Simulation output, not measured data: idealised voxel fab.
process module | voxel self aligned vias
cross-section cut | 270 nm wide | cells 5 nm
A cross-section is a grid of square cells, given in bands from the top down. A band is one or more rows of cells.
Each band's line starts with the height of the band's top and of its bottom, in nm. Then come its materials from left to right, each with its width in nm. One material with "throughout" fills the band from edge to edge. "air" is empty space.
Height 0 is the level under which the wafer as received is all one material. The lowest band goes on downwards, as in "0 down".
A width such as "30 to 40" changes by the same amount from each row of cells to the next, from the band's top row to its bottom row.
"no change" after a step means that no cell of the cross-section changed.
closed voids: empty space of 8 cells or more with no open way to the top, each as width x height at its distance from the left edge, in nm
after a step's settings: what the simulator itself notes on the step
overlay nm, on a step with a mask: how far to the right of its planned place the mask lay; to the left if negative
Each pair below shows a cross-section before one step and the cross-section after it, down to the lowest band that changed. The line under each pair gives the step between them, with its settings. The pairs can come from different runs of this module on the same starting wafer, so a pair continues from the pair above only where its "before" says so.
before
  0 down: Si throughout
  closed voids: none
after
  10 to 0: SiO2 throughout
  below 0: unchanged
  closed voids: none
the step between: op CONFORMAL_DEP | material SiO2 | thk nm 10
before: the cross-section after the pair above
after
  15 to 10: SiCN throughout
  below 10: unchanged
  closed voids: none
the step between: op CONFORMAL_DEP | material SiCN | thk nm 5
before: the cross-section after the pair above
after
  35 to 15: lowk throughout
  below 15: unchanged
  closed voids: none
the step between: op DIRECTIONAL_DEP | material lowk | thk nm 20
before: the cross-section after the pair above
after
  35 to 15: lowk 90 | air 20 | lowk 50 | air 20 | lowk 90
  below 15: unchanged
  closed voids: none
the step between: op MASKED_ETCH | tone open | mask id LINES | width nm 20 | pitch nm 70 | etch materials lowk | depth nm 20 | overlay nm 0
before: the cross-section after the pair above
after
  40 to 35: TiN 95 | air 10 | TiN 60 | air 10 | TiN 95
  35 to 20: lowk 90 | TiN 5 | air 10 | TiN 5 | lowk 50 | TiN 5 | air 10 | TiN 5 | lowk 90
  20 to 15: lowk 90 | TiN 20 | lowk 50 | TiN 20 | lowk 90
  below 15: unchanged
  closed voids: none
the step between: op CONFORMAL_DEP | material TiN | thk nm 5
before: the cross-section after the pair above
after
  50 to 40: Ru throughout
  40 to 35: TiN 95 | Ru 10 | TiN 60 | Ru 10 | TiN 95
  35 to 20: lowk 90 | TiN 5 | Ru 10 | TiN 5 | lowk 50 | TiN 5 | Ru 10 | TiN 5 | lowk 90
  below 20: unchanged
  closed voids: none
the step between: op FILL_DEP | material Ru | thk nm 10
before: the cross-section after the pair above
after
  35 to 20: lowk 90 | TiN 5 | Ru 10 | TiN 5 | lowk 50 | TiN 5 | Ru 10 | TiN 5 | lowk 90
  below 20: unchanged
  closed voids: none
the step between: op CMP | height nm 35
before: the cross-section after the pair above
after
  35 to 30: lowk 90 | air 20 | lowk 50 | air 20 | lowk 90
  below 30: unchanged
  closed voids: none
the step between: op SELECTIVE_ETCH | etch materials W Ru TiN | depth nm 5
before: the cross-section after the pair above
after
  40 to 35: SiN throughout
  35 to 30: lowk 90 | SiN 20 | lowk 50 | SiN 20 | lowk 90
  below 30: unchanged
  closed voids: none
the step between: op FILL_DEP | material SiN | thk nm 5
before: the cross-section after the pair above
after
  35 to 30: lowk 90 | SiN 20 | lowk 50 | SiN 20 | lowk 90
  below 30: unchanged
  closed voids: none
the step between: op CMP | height nm 35
before: the cross-section after the pair above
after
  55 to 35: lowk throughout
  below 35: unchanged
  closed voids: none
the step between: op DIRECTIONAL_DEP | material lowk | thk nm 20
before: the cross-section after the pair above
after
  70 to 55: aC throughout
  below 55: unchanged
  closed voids: none
the step between: op DIRECTIONAL_DEP | material aC | thk nm 15
before: the cross-section after the pair above
after
  100 to 70: resist 80 | air 40 | resist 30 | air 40 | resist 80
  below 70: unchanged
  closed voids: none
the step between: op PATTERN | tone open | mask id VIAS | material resist | width nm 40 | pitch nm 70 | thk nm 30 | overlay nm 0
before: the cross-section after the pair above
after
  85 to 70: resist 80 | air 40 | resist 30 | air 40 | resist 80
  70 to 55: aC 80 | air 40 | aC 30 | air 40 | aC 80
  below 55: unchanged
  closed voids: none
the step between: op DIRECTIONAL_ETCH | etch materials aC | depth nm 15
before: the cross-section after the pair above
after
  70 to 55: aC 80 | air 40 | aC 30 | air 40 | aC 80
  below 55: unchanged
  closed voids: none
the step between: op STRIP | etch materials resist
before: the cross-section after the pair above
after
  70 to 55: aC 80 | air 40 | aC 30 | air 40 | aC 80
  55 to 35: lowk 80 | air 40 | lowk 30 | air 40 | lowk 80
  below 35: unchanged
  closed voids: none
the step between: op DIRECTIONAL_ETCH | etch materials lowk | depth nm 20
before: the cross-section after the pair above
after
  70 to 55: aC 80 | air 40 | aC 30 | air 40 | aC 80
  55 to 35: lowk 80 | air 40 | lowk 30 | air 40 | lowk 80
  35 to 30: lowk 90 | air 20 | lowk 50 | air 20 | lowk 90
  below 30: unchanged
  closed voids: none
the step between: op DIRECTIONAL_ETCH | etch materials SiN | depth nm 5
before: the cross-section after the pair above
after
  55 to 35: lowk 80 | air 40 | lowk 30 | air 40 | lowk 80
  below 35: unchanged
  closed voids: none
the step between: op STRIP | etch materials aC
before: the cross-section after the pair above
after
  60 to 55: TiN 85 | air 30 | TiN 40 | air 30 | TiN 85
  55 to 40: lowk 80 | TiN 5 | air 30 | TiN 5 | lowk 30 | TiN 5 | air 30 | TiN 5 | lowk 80
  40 to 35: lowk 80 | TiN 15 | air 10 | TiN 15 | lowk 30 | TiN 15 | air 10 | TiN 15 | lowk 80
  35 to 30: lowk 90 | TiN 20 | lowk 50 | TiN 20 | lowk 90
  below 30: unchanged
  closed voids: none
the step between: op CONFORMAL_DEP | material TiN | thk nm 5
before: the cross-section after the pair above
after
  70 to 60: Ru throughout
  60 to 55: TiN 85 | Ru 30 | TiN 40 | Ru 30 | TiN 85
  55 to 40: lowk 80 | TiN 5 | Ru 30 | TiN 5 | lowk 30 | TiN 5 | Ru 30 | TiN 5 | lowk 80
  40 to 35: lowk 80 | TiN 15 | Ru 10 | TiN 15 | lowk 30 | TiN 15 | Ru 10 | TiN 15 | lowk 80
  below 35: unchanged
  closed voids: none
the step between: op FILL_DEP | material Ru | thk nm 10
before: the cross-section after the pair above
after
  55 to 40: lowk 80 | TiN 5 | Ru 30 | TiN 5 | lowk 30 | TiN 5 | Ru 30 | TiN 5 | lowk 80
  below 40: unchanged
  closed voids: none
the step between: op CMP | height nm 55
before: the cross-section after the pair above
after
  60 to 55: SiCN throughout
  below 55: unchanged
  closed voids: none
the step between: op CONFORMAL_DEP | material SiCN | thk nm 5
before
  70 to 60: Ru throughout
  60 to 55: TiN 85 | Ru 30 | TiN 40 | Ru 30 | TiN 85
  55 to 40: lowk 80 | TiN 5 | Ru 30 | TiN 5 | lowk 30 | TiN 5 | Ru 30 | TiN 5 | lowk 80
  40 to 35: lowk 80 | TiN 15 | Ru 10 | TiN 15 | lowk 30 | TiN 15 | Ru 10 | TiN 15 | lowk 80
  35 to 30: lowk 90 | TiN 20 | lowk 50 | TiN 20 | lowk 90
  30 to 20: lowk 90 | TiN 5 | Ru 10 | TiN 5 | lowk 50 | TiN 5 | Ru 10 | TiN 5 | lowk 90
  20 to 15: lowk 90 | TiN 20 | lowk 50 | TiN 20 | lowk 90
  15 to 10: SiCN throughout
  10 to 0: SiO2 throughout
  0 down: Si throughout
  closed voids: none
after
  75 to 70: SiCN throughout
  below 70: unchanged
  closed voids: none
the step between: op CONFORMAL_DEP | material SiCN | thk nm 5
before
  70 to 55: aC 80 | air 40 | aC 30 | air 40 | aC 80
  55 to 35: lowk 80 | air 40 | lowk 30 | air 40 | lowk 80
  35 to 30: lowk 90 | SiN 20 | lowk 50 | SiN 20 | lowk 90
  30 to 20: lowk 90 | TiN 5 | Ru 10 | TiN 5 | lowk 50 | TiN 5 | Ru 10 | TiN 5 | lowk 90
  20 to 15: lowk 90 | TiN 20 | lowk 50 | TiN 20 | lowk 90
  15 to 10: SiCN throughout
  10 to 0: SiO2 throughout
  0 down: Si throughout
  closed voids: none
after
  70 to 55: aC 80 | air 40 | aC 30 | air 40 | aC 80
  55 to 35: lowk 80 | air 40 | lowk 30 | air 40 | lowk 80
  35 to 30: lowk 80 | air 10 | SiN 20 | air 10 | lowk 30 | air 10 | SiN 20 | air 10 | lowk 80
  30 to 20: lowk 80 | air 10 | TiN 5 | Ru 10 | TiN 5 | air 10 | lowk 30 | air 10 | TiN 5 | Ru 10 | TiN 5 | air 10 | lowk 80
  20 to 15: lowk 80 | air 10 | TiN 20 | air 10 | lowk 30 | air 10 | TiN 20 | air 10 | lowk 80
  below 15: unchanged
  closed voids: none
the step between: op DIRECTIONAL_ETCH | etch materials lowk | depth nm 20
before: the cross-section after the pair above
after
  70 to 55: aC 80 | air 40 | aC 30 | air 40 | aC 80
  55 to 30: lowk 80 | air 40 | lowk 30 | air 40 | lowk 80
  below 30: unchanged
  closed voids: none
the step between: op DIRECTIONAL_ETCH | etch materials SiN | depth nm 5
before: the cross-section after the pair above
after
  55 to 30: lowk 80 | air 40 | lowk 30 | air 40 | lowk 80
  below 30: unchanged
  closed voids: none
the step between: op STRIP | etch materials aC
before: the cross-section after the pair above
after
  60 to 55: TiN 85 | air 30 | TiN 40 | air 30 | TiN 85
  55 to 35: lowk 80 | TiN 5 | air 30 | TiN 5 | lowk 30 | TiN 5 | air 30 | TiN 5 | lowk 80
  35 to 30: lowk 80 | TiN 40 | lowk 30 | TiN 40 | lowk 80
  30 to 20: lowk 80 | TiN 15 | Ru 10 | TiN 15 | lowk 30 | TiN 15 | Ru 10 | TiN 15 | lowk 80
  20 to 15: lowk 80 | TiN 40 | lowk 30 | TiN 40 | lowk 80
  below 15: unchanged
  closed voids: none
the step between: op CONFORMAL_DEP | material TiN | thk nm 5
before: the cross-section after the pair above
after
  70 to 60: Ru throughout
  60 to 55: TiN 85 | Ru 30 | TiN 40 | Ru 30 | TiN 85
  55 to 35: lowk 80 | TiN 5 | Ru 30 | TiN 5 | lowk 30 | TiN 5 | Ru 30 | TiN 5 | lowk 80
  below 35: unchanged
  closed voids: none
the step between: op FILL_DEP | material Ru | thk nm 10
before: the cross-section after the pair above
after
  55 to 35: lowk 80 | TiN 5 | Ru 30 | TiN 5 | lowk 30 | TiN 5 | Ru 30 | TiN 5 | lowk 80
  below 35: unchanged
  closed voids: none
the step between: op CMP | height nm 55
before: the cross-section after the pair above
after
  60 to 55: SiCN throughout
  below 55: unchanged
  closed voids: none
the step between: op CONFORMAL_DEP | material SiCN | thk nm 5
before
  0 down: Si throughout
  closed voids: none
after
  5 to 0: SiCN throughout
  below 0: unchanged
  closed voids: none
the step between: op CONFORMAL_DEP | material SiCN | thk nm 5
before: the cross-section after the pair above
after
  15 to 5: SiO2 throughout
  below 5: unchanged
  closed voids: none
the step between: op CONFORMAL_DEP | material SiO2 | thk nm 10
before: the cross-section after the pair above
after
  35 to 15: lowk throughout
  below 15: unchanged
  closed voids: none
the step between: op DIRECTIONAL_DEP | material lowk | thk nm 20
before: the cross-section after the pair above
after
  35 to 15: lowk 90 | air 20 | lowk 50 | air 20 | lowk 90
  below 15: unchanged
  closed voids: none
the step between: op MASKED_ETCH | tone open | mask id LINES | width nm 20 | pitch nm 70 | etch materials lowk | depth nm 20 | overlay nm 0
before: the cross-section after the pair above
after
  40 to 35: TiN 95 | air 10 | TiN 60 | air 10 | TiN 95
  35 to 20: lowk 90 | TiN 5 | air 10 | TiN 5 | lowk 50 | TiN 5 | air 10 | TiN 5 | lowk 90
  20 to 15: lowk 90 | TiN 20 | lowk 50 | TiN 20 | lowk 90
  below 15: unchanged
  closed voids: none
the step between: op CONFORMAL_DEP | material TiN | thk nm 5
before: the cross-section after the pair above
after
  50 to 40: Ru throughout
  40 to 35: TiN 95 | Ru 10 | TiN 60 | Ru 10 | TiN 95
  35 to 20: lowk 90 | TiN 5 | Ru 10 | TiN 5 | lowk 50 | TiN 5 | Ru 10 | TiN 5 | lowk 90
  below 20: unchanged
  closed voids: none
the step between: op FILL_DEP | material Ru | thk nm 10
before: the cross-section after the pair above
after
  35 to 20: lowk 90 | TiN 5 | Ru 10 | TiN 5 | lowk 50 | TiN 5 | Ru 10 | TiN 5 | lowk 90
  below 20: unchanged
  closed voids: none
the step between: op CMP | height nm 35
before: the cross-section after the pair above
after
  35 to 30: lowk 90 | air 20 | lowk 50 | air 20 | lowk 90
  below 30: unchanged
  closed voids: none
the step between: op SELECTIVE_ETCH | etch materials W Ru TiN | depth nm 5
before: the cross-section after the pair above
after
  40 to 35: SiN throughout
  35 to 30: lowk 90 | SiN 20 | lowk 50 | SiN 20 | lowk 90
  below 30: unchanged
  closed voids: none
the step between: op FILL_DEP | material SiN | thk nm 5
before: the cross-section after the pair above
after
  35 to 30: lowk 90 | SiN 20 | lowk 50 | SiN 20 | lowk 90
  below 30: unchanged
  closed voids: none
the step between: op CMP | height nm 35
before: the cross-section after the pair above
after
  55 to 35: lowk throughout
  below 35: unchanged
  closed voids: none
the step between: op DIRECTIONAL_DEP | material lowk | thk nm 20
before: the cross-section after the pair above
after
  70 to 55: aC throughout
  below 55: unchanged
  closed voids: none
the step between: op DIRECTIONAL_DEP | material aC | thk nm 15
before: the cross-section after the pair above
after
  100 to 70: resist 80 | air 40 | resist 30 | air 40 | resist 80
  below 70: unchanged
  closed voids: none
the step between: op PATTERN | tone open | mask id VIAS | material resist | width nm 40 | pitch nm 70 | thk nm 30 | overlay nm 0
before: the cross-section after the pair above
after
  85 to 70: resist 80 | air 40 | resist 30 | air 40 | resist 80
  70 to 55: aC 80 | air 40 | aC 30 | air 40 | aC 80
  below 55: unchanged
  closed voids: none
the step between: op DIRECTIONAL_ETCH | etch materials aC | depth nm 15
before: the cross-section after the pair above
after
  70 to 55: aC 80 | air 40 | aC 30 | air 40 | aC 80
  below 55: unchanged
  closed voids: none
the step between: op STRIP | etch materials resist
before: the cross-section after the pair above
after
  70 to 55: aC 80 | air 40 | aC 30 | air 40 | aC 80
  55 to 35: lowk 80 | air 40 | lowk 30 | air 40 | lowk 80
  below 35: unchanged
  closed voids: none
the step between: op DIRECTIONAL_ETCH | etch materials lowk | depth nm 20
before: the cross-section after the pair above
after
  70 to 55: aC 80 | air 40 | aC 30 | air 40 | aC 80
  55 to 35: lowk 80 | air 40 | lowk 30 | air 40 | lowk 80
  35 to 30: lowk 90 | air 20 | lowk 50 | air 20 | lowk 90
  below 30: unchanged
  closed voids: none
the step between: op DIRECTIONAL_ETCH | etch materials SiN | depth nm 5
before: the cross-section after the pair above
after
  55 to 35: lowk 80 | air 40 | lowk 30 | air 40 | lowk 80
  below 35: unchanged
  closed voids: none
the step between: op STRIP | etch materials aC
before: the cross-section after the pair above
after
  60 to 55: TiN 85 | air 30 | TiN 40 | air 30 | TiN 85
  55 to 40: lowk 80 | TiN 5 | air 30 | TiN 5 | lowk 30 | TiN 5 | air 30 | TiN 5 | lowk 80
  40 to 35: lowk 80 | TiN 15 | air 10 | TiN 15 | lowk 30 | TiN 15 | air 10 | TiN 15 | lowk 80
  35 to 30: lowk 90 | TiN 20 | lowk 50 | TiN 20 | lowk 90
  below 30: unchanged
  closed voids: none
the step between: op CONFORMAL_DEP | material TiN | thk nm 5
before: the cross-section after the pair above
after
  70 to 60: Ru throughout
  60 to 55: TiN 85 | Ru 30 | TiN 40 | Ru 30 | TiN 85
  55 to 40: lowk 80 | TiN 5 | Ru 30 | TiN 5 | lowk 30 | TiN 5 | Ru 30 | TiN 5 | lowk 80
  40 to 35: lowk 80 | TiN 15 | Ru 10 | TiN 15 | lowk 30 | TiN 15 | Ru 10 | TiN 15 | lowk 80
  below 35: unchanged
  closed voids: none
the step between: op FILL_DEP | material Ru | thk nm 10
before: the cross-section after the pair above
after
  55 to 40: lowk 80 | TiN 5 | Ru 30 | TiN 5 | lowk 30 | TiN 5 | Ru 30 | TiN 5 | lowk 80
  below 40: unchanged
  closed voids: none
the step between: op CMP | height nm 55
before: the cross-section after the pair above
after
  60 to 55: SiCN throughout
  below 55: unchanged
  closed voids: none
the step between: op CONFORMAL_DEP | material SiCN | thk nm 5
before
  0 down: Si throughout
  closed voids: none
after
  15 to 0: SiO2 throughout
  below 0: unchanged
  closed voids: none
the step between: op CONFORMAL_DEP | material SiO2 | thk nm 15
before: the cross-section after the pair above
after
  20 to 15: SiCN throughout
  below 15: unchanged
  closed voids: none
the step between: op CONFORMAL_DEP | material SiCN | thk nm 5
before: the cross-section after the pair above
after
  40 to 20: lowk throughout
  below 20: unchanged
  closed voids: none
the step between: op DIRECTIONAL_DEP | material lowk | thk nm 20
before: the cross-section after the pair above
after
  40 to 20: lowk 90 | air 20 | lowk 50 | air 20 | lowk 90
  below 20: unchanged
  closed voids: none
the step between: op MASKED_ETCH | tone open | mask id LINES | width nm 20 | pitch nm 70 | etch materials lowk | depth nm 20 | overlay nm 0
before: the cross-section after the pair above
after
  45 to 40: TiN 95 | air 10 | TiN 60 | air 10 | TiN 95
  40 to 25: lowk 90 | TiN 5 | air 10 | TiN 5 | lowk 50 | TiN 5 | air 10 | TiN 5 | lowk 90
  25 to 20: lowk 90 | TiN 20 | lowk 50 | TiN 20 | lowk 90
  below 20: unchanged
  closed voids: none
the step between: op CONFORMAL_DEP | material TiN | thk nm 5
before: the cross-section after the pair above
after
  55 to 45: Ru throughout
  45 to 40: TiN 95 | Ru 10 | TiN 60 | Ru 10 | TiN 95
  40 to 25: lowk 90 | TiN 5 | Ru 10 | TiN 5 | lowk 50 | TiN 5 | Ru 10 | TiN 5 | lowk 90
  below 25: unchanged
  closed voids: none
the step between: op FILL_DEP | material Ru | thk nm 10
before: the cross-section after the pair above
after
  35 to 25: lowk 90 | TiN 5 | Ru 10 | TiN 5 | lowk 50 | TiN 5 | Ru 10 | TiN 5 | lowk 90
  below 25: unchanged
  closed voids: none
the step between: op CMP | height nm 35
before: the cross-section after the pair above
after
  35 to 30: lowk 90 | air 20 | lowk 50 | air 20 | lowk 90
  below 30: unchanged
  closed voids: none
the step between: op SELECTIVE_ETCH | etch materials W Ru TiN | depth nm 5
before: the cross-section after the pair above
after
  40 to 35: SiN throughout
  35 to 30: lowk 90 | SiN 20 | lowk 50 | SiN 20 | lowk 90
  below 30: unchanged
  closed voids: none
the step between: op FILL_DEP | material SiN | thk nm 5
before: the cross-section after the pair above
after
  35 to 30: lowk 90 | SiN 20 | lowk 50 | SiN 20 | lowk 90
  below 30: unchanged
  closed voids: none
the step between: op CMP | height nm 35
before: the cross-section after the pair above
after
  55 to 35: lowk throughout
  below 35: unchanged
  closed voids: none
the step between: op DIRECTIONAL_DEP | material lowk | thk nm 20
before: the cross-section after the pair above
after
  70 to 55: aC throughout
  below 55: unchanged
  closed voids: none
the step between: op DIRECTIONAL_DEP | material aC | thk nm 15
before: the cross-section after the pair above
after
  100 to 70: resist 80 | air 40 | resist 30 | air 40 | resist 80
  below 70: unchanged
  closed voids: none
the step between: op PATTERN | tone open | mask id VIAS | material resist | width nm 40 | pitch nm 70 | thk nm 30 | overlay nm 0
before: the cross-section after the pair above
after
  85 to 70: resist 80 | air 40 | resist 30 | air 40 | resist 80
  70 to 55: aC 80 | air 40 | aC 30 | air 40 | aC 80
  below 55: unchanged
  closed voids: none
the step between: op DIRECTIONAL_ETCH | etch materials aC | depth nm 15
before: the cross-section after the pair above
after
  70 to 55: aC 80 | air 40 | aC 30 | air 40 | aC 80
  below 55: unchanged
  closed voids: none
the step between: op STRIP | etch materials resist
before: the cross-section after the pair above
after
  70 to 55: aC 80 | air 40 | aC 30 | air 40 | aC 80
  55 to 35: lowk 80 | air 40 | lowk 30 | air 40 | lowk 80
  below 35: unchanged
  closed voids: none
the step between: op DIRECTIONAL_ETCH | etch materials lowk | depth nm 20
before: the cross-section after the pair above
after
  70 to 55: aC 80 | air 40 | aC 30 | air 40 | aC 80
  55 to 35: lowk 80 | air 40 | lowk 30 | air 40 | lowk 80
  35 to 30: lowk 90 | air 20 | lowk 50 | air 20 | lowk 90
  below 30: unchanged
  closed voids: none
the step between: op DIRECTIONAL_ETCH | etch materials SiN | depth nm 5
before: the cross-section after the pair above
after
  55 to 35: lowk 80 | air 40 | lowk 30 | air 40 | lowk 80
  below 35: unchanged
  closed voids: none
the step between: op STRIP | etch materials aC
before: the cross-section after the pair above
after
  60 to 55: TiN 85 | air 30 | TiN 40 | air 30 | TiN 85
  55 to 40: lowk 80 | TiN 5 | air 30 | TiN 5 | lowk 30 | TiN 5 | air 30 | TiN 5 | lowk 80
  40 to 35: lowk 80 | TiN 15 | air 10 | TiN 15 | lowk 30 | TiN 15 | air 10 | TiN 15 | lowk 80
  35 to 30: lowk 90 | TiN 20 | lowk 50 | TiN 20 | lowk 90
  below 30: unchanged
  closed voids: none
the step between: op CONFORMAL_DEP | material TiN | thk nm 5
before: the cross-section after the pair above
after
  70 to 60: Ru throughout
  60 to 55: TiN 85 | Ru 30 | TiN 40 | Ru 30 | TiN 85
  55 to 40: lowk 80 | TiN 5 | Ru 30 | TiN 5 | lowk 30 | TiN 5 | Ru 30 | TiN 5 | lowk 80
  40 to 35: lowk 80 | TiN 15 | Ru 10 | TiN 15 | lowk 30 | TiN 15 | Ru 10 | TiN 15 | lowk 80
  below 35: unchanged
  closed voids: none
the step between: op FILL_DEP | material Ru | thk nm 10
before: the cross-section after the pair above
after
  55 to 40: lowk 80 | TiN 5 | Ru 30 | TiN 5 | lowk 30 | TiN 5 | Ru 30 | TiN 5 | lowk 80
  below 40: unchanged
  closed voids: none
the step between: op CMP | height nm 55
before: the cross-section after the pair above
after
  60 to 55: SiCN throughout
  below 55: unchanged
  closed voids: none
the step between: op CONFORMAL_DEP | material SiCN | thk nm 5
before
  35 to 15: lowk throughout
  15 to 10: SiCN throughout
  10 to 0: SiO2 throughout
  0 down: Si throughout
  closed voids: none
after
  35 to 15: lowk 95 | air 15 | lowk 55 | air 15 | lowk 90
  below 15: unchanged
  closed voids: none
the step between: op MASKED_ETCH | tone open | mask id LINES | width nm 15 | pitch nm 70 | etch materials lowk | depth nm 20 | overlay nm 0
before: the cross-section after the pair above
after
  40 to 35: TiN 100 | air 5 | TiN 65 | air 5 | TiN 95
  35 to 20: lowk 95 | TiN 5 | air 5 | TiN 5 | lowk 55 | TiN 5 | air 5 | TiN 5 | lowk 90
  20 to 15: lowk 95 | TiN 15 | lowk 55 | TiN 15 | lowk 90
  below 15: unchanged
  closed voids: none
the step between: op CONFORMAL_DEP | material TiN | thk nm 5
before: the cross-section after the pair above
after
  50 to 40: Ru throughout
  40 to 35: TiN 100 | Ru 5 | TiN 65 | Ru 5 | TiN 95
  35 to 20: lowk 95 | TiN 5 | Ru 5 | TiN 5 | lowk 55 | TiN 5 | Ru 5 | TiN 5 | lowk 90
  below 20: unchanged
  closed voids: none
the step between: op FILL_DEP | material Ru | thk nm 10
before: the cross-section after the pair above
after
  35 to 20: lowk 95 | TiN 5 | Ru 5 | TiN 5 | lowk 55 | TiN 5 | Ru 5 | TiN 5 | lowk 90
  below 20: unchanged
  closed voids: none
the step between: op CMP | height nm 35
before: the cross-section after the pair above
after
  35 to 30: lowk 95 | air 15 | lowk 55 | air 15 | lowk 90
  below 30: unchanged
  closed voids: none
the step between: op SELECTIVE_ETCH | etch materials W Ru TiN | depth nm 5
before: the cross-section after the pair above
after
  40 to 35: SiN throughout
  35 to 30: lowk 95 | SiN 15 | lowk 55 | SiN 15 | lowk 90
  below 30: unchanged
  closed voids: none
the step between: op FILL_DEP | material SiN | thk nm 5
before: the cross-section after the pair above
after
  35 to 30: lowk 95 | SiN 15 | lowk 55 | SiN 15 | lowk 90
  below 30: unchanged
  closed voids: none
the step between: op CMP | height nm 35
before: the cross-section after the pair above
after
  55 to 35: lowk throughout
  below 35: unchanged
  closed voids: none
the step between: op DIRECTIONAL_DEP | material lowk | thk nm 20
before: the cross-section after the pair above
after
  70 to 55: aC throughout
  below 55: unchanged
  closed voids: none
the step between: op DIRECTIONAL_DEP | material aC | thk nm 15
before: the cross-section after the pair above
after
  100 to 70: resist 80 | air 40 | resist 30 | air 40 | resist 80
  below 70: unchanged
  closed voids: none
the step between: op PATTERN | tone open | mask id VIAS | material resist | width nm 40 | pitch nm 70 | thk nm 30 | overlay nm 0
before: the cross-section after the pair above
after
  85 to 70: resist 80 | air 40 | resist 30 | air 40 | resist 80
  70 to 55: aC 80 | air 40 | aC 30 | air 40 | aC 80
  below 55: unchanged
  closed voids: none
the step between: op DIRECTIONAL_ETCH | etch materials aC | depth nm 15
before: the cross-section after the pair above
after
  70 to 55: aC 80 | air 40 | aC 30 | air 40 | aC 80
  below 55: unchanged
  closed voids: none
the step between: op STRIP | etch materials resist
before: the cross-section after the pair above
after
  70 to 55: aC 80 | air 40 | aC 30 | air 40 | aC 80
  55 to 35: lowk 80 | air 40 | lowk 30 | air 40 | lowk 80
  below 35: unchanged
  closed voids: none
the step between: op DIRECTIONAL_ETCH | etch materials lowk | depth nm 20
before: the cross-section after the pair above
after
  70 to 55: aC 80 | air 40 | aC 30 | air 40 | aC 80
  55 to 35: lowk 80 | air 40 | lowk 30 | air 40 | lowk 80
  35 to 30: lowk 95 | air 15 | lowk 55 | air 15 | lowk 90
  below 30: unchanged
  closed voids: none
the step between: op DIRECTIONAL_ETCH | etch materials SiN | depth nm 5
before: the cross-section after the pair above
after
  55 to 35: lowk 80 | air 40 | lowk 30 | air 40 | lowk 80
  below 35: unchanged
  closed voids: none
the step between: op STRIP | etch materials aC
before: the cross-section after the pair above
after
  60 to 55: TiN 85 | air 30 | TiN 40 | air 30 | TiN 85
  55 to 40: lowk 80 | TiN 5 | air 30 | TiN 5 | lowk 30 | TiN 5 | air 30 | TiN 5 | lowk 80
  40 to 35: lowk 80 | TiN 20 | air 5 | TiN 15 | lowk 30 | TiN 20 | air 5 | TiN 15 | lowk 80
  35 to 30: lowk 95 | TiN 15 | lowk 55 | TiN 15 | lowk 90
  below 30: unchanged
  closed voids: none
the step between: op CONFORMAL_DEP | material TiN | thk nm 5
before: the cross-section after the pair above
after
  70 to 60: Ru throughout
  60 to 55: TiN 85 | Ru 30 | TiN 40 | Ru 30 | TiN 85
  55 to 40: lowk 80 | TiN 5 | Ru 30 | TiN 5 | lowk 30 | TiN 5 | Ru 30 | TiN 5 | lowk 80
  40 to 35: lowk 80 | TiN 20 | Ru 5 | TiN 15 | lowk 30 | TiN 20 | Ru 5 | TiN 15 | lowk 80
  below 35: unchanged
  closed voids: none
the step between: op FILL_DEP | material Ru | thk nm 10
before: the cross-section after the pair above
after
  55 to 40: lowk 80 | TiN 5 | Ru 30 | TiN 5 | lowk 30 | TiN 5 | Ru 30 | TiN 5 | lowk 80
  below 40: unchanged
  closed voids: none
the step between: op CMP | height nm 55
before: the cross-section after the pair above
after
  60 to 55: SiCN throughout
  below 55: unchanged
  closed voids: none
the step between: op CONFORMAL_DEP | material SiCN | thk nm 5
before
  70 to 55: aC throughout
  55 to 35: lowk throughout
  35 to 30: lowk 90 | SiN 20 | lowk 50 | SiN 20 | lowk 90
  30 to 20: lowk 90 | TiN 5 | Ru 10 | TiN 5 | lowk 50 | TiN 5 | Ru 10 | TiN 5 | lowk 90
  20 to 15: lowk 90 | TiN 20 | lowk 50 | TiN 20 | lowk 90
  15 to 10: SiCN throughout
  10 to 0: SiO2 throughout
  0 down: Si throughout
  closed voids: none
after
  100 to 70: resist 70 | air 40 | resist 30 | air 40 | resist 90
  below 70: unchanged
  closed voids: none
the step between: op PATTERN | tone open | mask id VIAS | material resist | width nm 40 | pitch nm 70 | thk nm 30 | overlay nm -10
before: the cross-section after the pair above
after
  85 to 70: resist 70 | air 40 | resist 30 | air 40 | resist 90
  70 to 55: aC 70 | air 40 | aC 30 | air 40 | aC 90
  below 55: unchanged
  closed voids: none
the step between: op DIRECTIONAL_ETCH | etch materials aC | depth nm 15
before: the cross-section after the pair above
after
  70 to 55: aC 70 | air 40 | aC 30 | air 40 | aC 90
  below 55: unchanged
  closed voids: none
the step between: op STRIP | etch materials resist
before: the cross-section after the pair above
after
  70 to 55: aC 70 | air 40 | aC 30 | air 40 | aC 90
  55 to 35: lowk 70 | air 40 | lowk 30 | air 40 | lowk 90
  below 35: unchanged
  closed voids: none
the step between: op DIRECTIONAL_ETCH | etch materials lowk | depth nm 20
before: the cross-section after the pair above
after
  70 to 55: aC 70 | air 40 | aC 30 | air 40 | aC 90
  55 to 35: lowk 70 | air 40 | lowk 30 | air 40 | lowk 90
  35 to 30: lowk 90 | air 20 | lowk 50 | air 20 | lowk 90
  below 30: unchanged
  closed voids: none
the step between: op DIRECTIONAL_ETCH | etch materials SiN | depth nm 5
before: the cross-section after the pair above
after
  55 to 35: lowk 70 | air 40 | lowk 30 | air 40 | lowk 90
  below 35: unchanged
  closed voids: none
the step between: op STRIP | etch materials aC
before: the cross-section after the pair above
after
  60 to 55: TiN 75 | air 30 | TiN 40 | air 30 | TiN 95
  55 to 40: lowk 70 | TiN 5 | air 30 | TiN 5 | lowk 30 | TiN 5 | air 30 | TiN 5 | lowk 90
  40 to 35: lowk 70 | TiN 25 | air 10 | TiN 5 | lowk 30 | TiN 25 | air 10 | TiN 5 | lowk 90
  35 to 30: lowk 90 | TiN 20 | lowk 50 | TiN 20 | lowk 90
  below 30: unchanged
  closed voids: none
the step between: op CONFORMAL_DEP | material TiN | thk nm 5
before: the cross-section after the pair above
after
  70 to 60: Ru throughout
  60 to 55: TiN 75 | Ru 30 | TiN 40 | Ru 30 | TiN 95
  55 to 40: lowk 70 | TiN 5 | Ru 30 | TiN 5 | lowk 30 | TiN 5 | Ru 30 | TiN 5 | lowk 90
  40 to 35: lowk 70 | TiN 25 | Ru 10 | TiN 5 | lowk 30 | TiN 25 | Ru 10 | TiN 5 | lowk 90
  below 35: unchanged
  closed voids: none
the step between: op FILL_DEP | material Ru | thk nm 10
before: the cross-section after the pair above
after
  55 to 40: lowk 70 | TiN 5 | Ru 30 | TiN 5 | lowk 30 | TiN 5 | Ru 30 | TiN 5 | lowk 90
  below 40: unchanged
  closed voids: none
the step between: op CMP | height nm 55
before: the cross-section after the pair above
after
  60 to 55: SiCN throughout
  below 55: unchanged
  closed voids: none
the step between: op CONFORMAL_DEP | material SiCN | thk nm 5
before
  0 down: Si throughout
  closed voids: none
after
  10 to 0: aC throughout
  below 0: unchanged
  closed voids: none
the step between: op CONFORMAL_DEP | material aC | thk nm 10
